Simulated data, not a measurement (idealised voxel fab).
voxel ribs on slabs: a process module
Cross-sectional view cut (width: 290 nm; square cell size: 5 nm).
Reading order for cross-sections: top band down to bottom band. Underlying form: a grid of square cells. Band size: one or more rows of cells.
Band: top height; bottom height; in nm. Then, left to right: material with width in nm, for each material. "full width": a single material spanning edge to edge. "air": empty space.
Convention: height 0 is the level below which the wafer, as received, is all one material. The lowest band does not terminate at the bottom but continues downward, represented as "0 -> down".
When a width is written as two numbers, as in "30..40", the first number is the width in the top row of cells of the band and the second is the width in its bottom row, and the width changes by the same amount from each row to the next.
The cross-section has no changed cell in any step marked "all unchanged".
Closed-off voids of 8+ cells (no open route to the top) go in "Closed cavities", written width x height at distance from the left edge, in nm.
On each step's line, the part that comes after the settings is the simulator's own comment on the step.
"overlay nm" answers the question of how far to the right of plan the mask lay on a step that has a mask, and when it is negative the answer is to the left.

The process steps that were planned are listed below:
1 RECEIVE | material Si
2 DIRECTIONAL_DEP | material SiO2 | thk nm 20
3 DIRECTIONAL_DEP | material SiN | thk nm 15
4 PATTERN | tone cover | mask id RIB | material resist | width nm 30 | thk nm 20 | overlay nm 0
5 DIRECTIONAL_ETCH | etch materials SiN | depth nm 10
6 STRIP | etch materials resist
7 PATTERN | tone cover | mask id SLAB | material resist | width nm 60 | thk nm 20 | overlay nm 0
8 DIRECTIONAL_ETCH | etch materials SiN | depth nm 5
9 STRIP | etch materials resist
10 FILL_DEP | material SiO2 | thk nm 25
11 CMP | height nm 55
12 DIRECTIONAL_DEP | material TiN | thk nm 5
13 DIRECTIONAL_DEP | material aC | thk nm 15
14 PATTERN | tone cover | mask id HEATER | material resist | width nm 40 | thk nm 30 | overlay nm 0
15 DIRECTIONAL_ETCH | etch materials aC | depth nm 15
16 STRIP | etch materials resist
17 DIRECTIONAL_ETCH | etch materials TiN | depth nm 5
18 STRIP | etch materials aC
19 CONFORMAL_DEP | material SiN | thk nm 5

As-received state of the wafer in cross-section, equivalent to post-step 1:
	0 -> down: Si full width
	Closed cavities: none

Cross-section taken at module completion on the first of two wafers; processed per the plan:
	65 -> 60: 120 air / 50 SiN / 120 air
	60 -> 55: 125 SiN / 40 TiN / 125 SiN
	55 -> 35: SiO2 full width
	35 -> 25: 130 SiO2 / 30 SiN / 130 SiO2
	25 -> 20: 115 SiO2 / 60 SiN / 115 SiO2
	20 -> 0: SiO2 full width
	0 -> down: Si full width
	Closed cavities: none

Same start, same plan as the first wafer - but one mistake in the run. Cross-section of the second of the two at the end of the module:
	65 -> 60: 120 air / 50 SiN / 120 air
	60 -> 55: 125 SiN / 40 TiN / 125 SiN
	55 -> 15: SiO2 full width
	15 -> 0: SiN full width
	0 -> down: Si full width
	Closed cavities: none
Deviation noted in wafer processing: steps 2 and 3 got flipped, so each one ran where the other should have
Final wafer comparison in cells, second versus first, more or fewer per material: +150 SiN; -150 SiO2
